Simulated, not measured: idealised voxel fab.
This is a process module. Its name is voxel air gaps.
We display cut, a cross-section 295 nm in width whose square cells are each 5 nm.
Throughout this document, each cross-section is represented as a grid of square cells and is presented as a sequence of bands enumerated from the top downward, where a band comprises one or more rows of cells. In this notation a band is specified by the heights of its top and bottom, in that order and in nm, after which its materials appear from left to right, each paired with its width in nm. The word "edge to edge" attached to a single material means that material fills the band from edge to edge; the word "blank" stands for empty space. Counting heights begins at 0, where everything beneath is, in the wafer as received, one material. The lowest band has no bottom; it goes on downwards, as "top 0, no bottom" shows. Width "30 to 40": first value at the band's top row of cells, second value at its bottom row, equal change from row to row. What does "nothing got changed" mean for a step? It means no cell of the cross-section changed in that step. "Voids lacking openings": empty spaces of 8 cells or more with no open way to the top, each given as width x height at distance, distance from the left edge, all in nm. It should be noted that, on the line of a given step, the content following the step's settings is a remark produced by the simulator itself with respect to that step. overlay nm: on a step with a mask, how far right of its planned place the mask lay; negative means left.

INTENDED PROCESS STEPS
| 1 | RECEIVE: material Si |
| 2 | CONFORMAL_DEP: material SiO2, thk nm 15 |
| 3 | CONFORMAL_DEP: material SiCN, thk nm 5 |
| 4 | DIRECTIONAL_DEP: material SiO2, thk nm 40 |
| 5 | PATTERN: tone open, mask id LINES, material resist, width nm 20, pitch nm 45, thk nm 15, overlay nm -15 |
| 6 | DIRECTIONAL_ETCH: etch materials SiO2, depth nm 40 |
| 7 | STRIP: etch materials resist |
| 8 | CONFORMAL_DEP: material TiN, thk nm 5 |
| 9 | FILL_DEP: material Ru, thk nm 10 |
| 10 | CMP: height nm 60 |
| 11 | EPI: material Ru, thk nm 10 |
| 12 | SELECTIVE_ETCH: etch materials SiO2, depth nm 50 |
| 13 | CONFORMAL_DEP: material SiCN, thk nm 5 |
Wafer-to-wafer difference: overlay nm, step 5. Common start. Plan = first wafer's value.

RECEIVED WAFERS, FIRST OF SEVERAL: CROSS-SECTION AFTER STEP 1
* top 0, no bottom  Si edge to edge
* Voids lacking openings: none

CROSS-SECTION AFTER STEP 13, THE FINAL STEP OF THE MODULE, FOR THE FIRST OF SEVERAL WAFERS
* top 75, bottom 70  blank=40; SiCN=185; blank=70
* top 70, bottom 60  blank=40; SiCN=5; Ru=40; SiCN=5; Ru=40; SiCN=5; Ru=40; SiCN=5; Ru=40; SiCN=5; blank=70
* top 60, bottom 55  blank=40; SiCN=15; TiN=5; Ru=10; TiN=5; SiCN=25; TiN=5; Ru=10; TiN=5; SiCN=25; TiN=5; Ru=10; TiN=5; SiCN=25; TiN=5; Ru=10; TiN=5; SiCN=15; blank=70
* top 55, bottom 25  blank=50; SiCN=5; TiN=5; Ru=10; TiN=5; SiCN=5; blank=15; SiCN=5; TiN=5; Ru=10; TiN=5; SiCN=5; blank=15; SiCN=5; TiN=5; Ru=10; TiN=5; SiCN=5; blank=15; SiCN=5; TiN=5; Ru=10; TiN=5; SiCN=5; blank=80
* top 25, bottom 20  SiCN=55; TiN=20; SiCN=25; TiN=20; SiCN=25; TiN=20; SiCN=25; TiN=20; SiCN=85
* top 20, bottom 15  SiCN edge to edge
* top 15, bottom 0  SiO2 edge to edge
* top 0, no bottom  Si edge to edge
* Voids lacking openings: 15 x 30 at 80; 15 x 30 at 125; 15 x 30 at 170

CROSS-SECTIONAL VIEW, END OF MODULE, LAST WAFER OF SEVERAL
* top 75, bottom 70  blank=70; SiCN=185; blank=40
* top 70, bottom 60  blank=70; SiCN=5; Ru=40; SiCN=5; Ru=40; SiCN=5; Ru=40; SiCN=5; Ru=40; SiCN=5; blank=40
* top 60, bottom 55  blank=70; SiCN=15; TiN=5; Ru=10; TiN=5; SiCN=25; TiN=5; Ru=10; TiN=5; SiCN=25; TiN=5; Ru=10; TiN=5; SiCN=25; TiN=5; Ru=10; TiN=5; SiCN=15; blank=40
* top 55, bottom 25  blank=80; SiCN=5; TiN=5; Ru=10; TiN=5; SiCN=5; blank=15; SiCN=5; TiN=5; Ru=10; TiN=5; SiCN=5; blank=15; SiCN=5; TiN=5; Ru=10; TiN=5; SiCN=5; blank=15; SiCN=5; TiN=5; Ru=10; TiN=5; SiCN=5; blank=50
* top 25, bottom 20  SiCN=85; TiN=20; SiCN=25; TiN=20; SiCN=25; TiN=20; SiCN=25; TiN=20; SiCN=55
* top 20, bottom 15  SiCN edge to edge
* top 15, bottom 0  SiO2 edge to edge
* top 0, no bottom  Si edge to edge
* Voids lacking openings: 15 x 30 at 110; 15 x 30 at 155; 15 x 30 at 200

TAKE ANY ROW AND YOU HAVE A WAFER AT THE END OF THE MODULE: HOW MANY CELLS OF EACH MATERIAL IT HAS GAINED (+) OR LOST (-) SINCE IT WAS RECEIVED, AND THEN ITS CLOSED VOIDS
overlay nm -15 | +120 Ru | +218 SiCN | +177 SiO2 | +72 TiN | Voids lacking openings: 15 x 30 at 80; 15 x 30 at 125; 15 x 30 at 170
overlay nm -10 | +120 Ru | +218 SiCN | +177 SiO2 | +72 TiN | Voids lacking openings: 15 x 30 at 85; 15 x 30 at 130; 15 x 30 at 175
overlay nm -5 | +120 Ru | +218 SiCN | +177 SiO2 | +72 TiN | Voids lacking openings: 15 x 30 at 90; 15 x 30 at 135; 15 x 30 at 180
overlay nm 0 | +120 Ru | +218 SiCN | +177 SiO2 | +72 TiN | Voids lacking openings: 15 x 30 at 95; 15 x 30 at 140; 15 x 30 at 185
overlay nm 5 | +120 Ru | +218 SiCN | +177 SiO2 | +72 TiN | Voids lacking openings: 15 x 30 at 100; 15 x 30 at 145; 15 x 30 at 190
overlay nm 10 | +120 Ru | +218 SiCN | +177 SiO2 | +72 TiN | Voids lacking openings: 15 x 30 at 105; 15 x 30 at 150; 15 x 30 at 195
overlay nm 15 | +120 Ru | +218 SiCN | +177 SiO2 | +72 TiN | Voids lacking openings: 15 x 30 at 110; 15 x 30 at 155; 15 x 30 at 200
